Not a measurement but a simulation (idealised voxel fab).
process module | voxel wiring stack
cross-section cut | 205 nm wide | cells 5 nm
A cross-section is a grid of square cells, given in bands from the top down. A band is one or more rows of cells.
Each band's line starts with the height of the band's top and of its bottom, in nm. Then come its materials from left to right, each with its width in nm. One material with "throughout" fills the band from edge to edge. "air" is empty space.
Height 0 is the level under which the wafer as received is all one material. The lowest band goes on downwards, as in "0 down".
A width such as "30 to 40" changes by the same amount from each row of cells to the next, from the band's top row to its bottom row.
"no change" after a step means that no cell of the cross-section changed.
closed voids: empty space of 8 cells or more with no open way to the top, each as width x height at its distance from the left edge, in nm
after a step's settings: what the simulator itself notes on the step
overlay nm, on a step with a mask: how far to the right of its planned place the mask lay; to the left if negative
plan
1 op RECEIVE | material Si
2 op CONFORMAL_DEP | material SiO2 | thk nm 15
3 op DIRECTIONAL_DEP | material TiN | thk nm 5
4 op DIRECTIONAL_DEP | material W | thk nm 15
5 op MASKED_ETCH | tone cover | mask id METAL_1 | width nm 25 | pitch nm 55 | etch materials W | depth nm 15 | overlay nm 0
6 op MASKED_ETCH | tone cover | mask id METAL_1 | width nm 25 | pitch nm 55 | etch materials TiN | depth nm 5 | overlay nm 0
7 op CONFORMAL_DEP | material SiCN | thk nm 5
8 op FILL_DEP | material SiO2 | thk nm 10
9 op CMP | height nm 35
10 op CONFORMAL_DEP | material SiCN | thk nm 5
11 op DIRECTIONAL_DEP | material SiO2 | thk nm 20
12 op PATTERN | tone open | mask id PLUG_1 | material resist | width nm 15 | pitch nm 55 | thk nm 15 | overlay nm 0
13 op DIRECTIONAL_ETCH | etch materials SiO2 | depth nm 20
14 op DIRECTIONAL_ETCH | etch materials SiCN | depth nm 5
15 op STRIP | etch materials resist
16 op CONFORMAL_DEP | material TiN | thk nm 5
17 op FILL_DEP | material Cu | thk nm 5
18 op CMP | height nm 60
19 op CONFORMAL_DEP | material SiCN | thk nm 5
20 op DIRECTIONAL_DEP | material lowk | thk nm 15
21 op DIRECTIONAL_DEP | material aC | thk nm 10
22 op PATTERN | tone open | mask id METAL_2 | material resist | width nm 25 | pitch nm 55 | thk nm 25 | overlay nm 0
23 op DIRECTIONAL_ETCH | etch materials aC | depth nm 10
24 op STRIP | etch materials resist
25 op DIRECTIONAL_ETCH | etch materials lowk | depth nm 15
26 op DIRECTIONAL_ETCH | etch materials SiCN | depth nm 5
27 op STRIP | etch materials aC
28 op CONFORMAL_DEP | material TiN | thk nm 5
29 op FILL_DEP | material Cu | thk nm 10
30 op CMP | height nm 80
31 op CONFORMAL_DEP | material SiCN | thk nm 5
32 op DIRECTIONAL_DEP | material SiO2 | thk nm 15
33 op PATTERN | tone open | mask id PLUG_2 | material resist | width nm 15 | pitch nm 55 | thk nm 20 | overlay nm 0
34 op DIRECTIONAL_ETCH | etch materials SiO2 | depth nm 15
35 op DIRECTIONAL_ETCH | etch materials SiCN | depth nm 5
36 op STRIP | etch materials resist
37 op EPI | material Ru | thk nm 10
38 op EPI | material Ru | thk nm 10
39 op CONFORMAL_DEP | material SiCN | thk nm 5
40 op DIRECTIONAL_DEP | material SiO2 | thk nm 20
41 op DIRECTIONAL_DEP | material aC | thk nm 10
42 op PATTERN | tone open | mask id METAL_3 | material resist | width nm 25 | pitch nm 55 | thk nm 25 | overlay nm 0
43 op DIRECTIONAL_ETCH | etch materials aC | depth nm 10
44 op STRIP | etch materials resist
45 op DIRECTIONAL_ETCH | etch materials SiO2 | depth nm 20
46 op DIRECTIONAL_ETCH | etch materials SiCN | depth nm 5
47 op STRIP | etch materials aC
48 op CONFORMAL_DEP | material TiN | thk nm 5
49 op FILL_DEP | material Ru | thk nm 10
50 op CMP | height nm 125
51 op CONFORMAL_DEP | material SiN | thk nm 5
as received, after step 1
  0 down: Si throughout
  closed voids: none
a wafer at the end: this start, this plan, one mistake
  130 to 125: SiN throughout
  125 to 120: SiO2 60 | TiN 5 | Ru 15 | TiN 5 | SiO2 30 | TiN 5 | Ru 15 | TiN 5 | SiO2 65
  120 to 115: SiCN 60 | TiN 25 | SiCN 30 | TiN 25 | SiCN 65
  115 to 100: SiO2 60 | SiCN 5 | TiN 5 | SiCN 5 | SiO2 40 | SiCN 5 | TiN 5 | SiCN 5 | SiO2 75
  100 to 85: SiO2 throughout
  85 to 80: SiCN throughout
  80 to 65: lowk 60 | TiN 5 | Cu 15 | TiN 5 | lowk 30 | TiN 5 | Cu 15 | TiN 5 | lowk 65
  65 to 60: SiCN 60 | TiN 25 | SiCN 30 | TiN 25 | SiCN 65
  60 to 40: SiO2 60 | TiN 5 | Cu 5 | TiN 5 | SiO2 40 | TiN 5 | Cu 5 | TiN 5 | SiO2 75
  40 to 35: SiCN 60 | TiN 15 | SiCN 40 | TiN 15 | SiCN 75
  35 to 20: SiO2 55 | SiCN 5 | W 25 | SiCN 5 | SiO2 20 | SiCN 5 | W 25 | SiCN 5 | SiO2 60
  20 to 15: SiCN 60 | TiN 25 | SiCN 30 | TiN 25 | SiCN 65
  15 to 0: SiO2 throughout
  0 down: Si throughout
  closed voids: none
what went wrong: step 32 was run twice
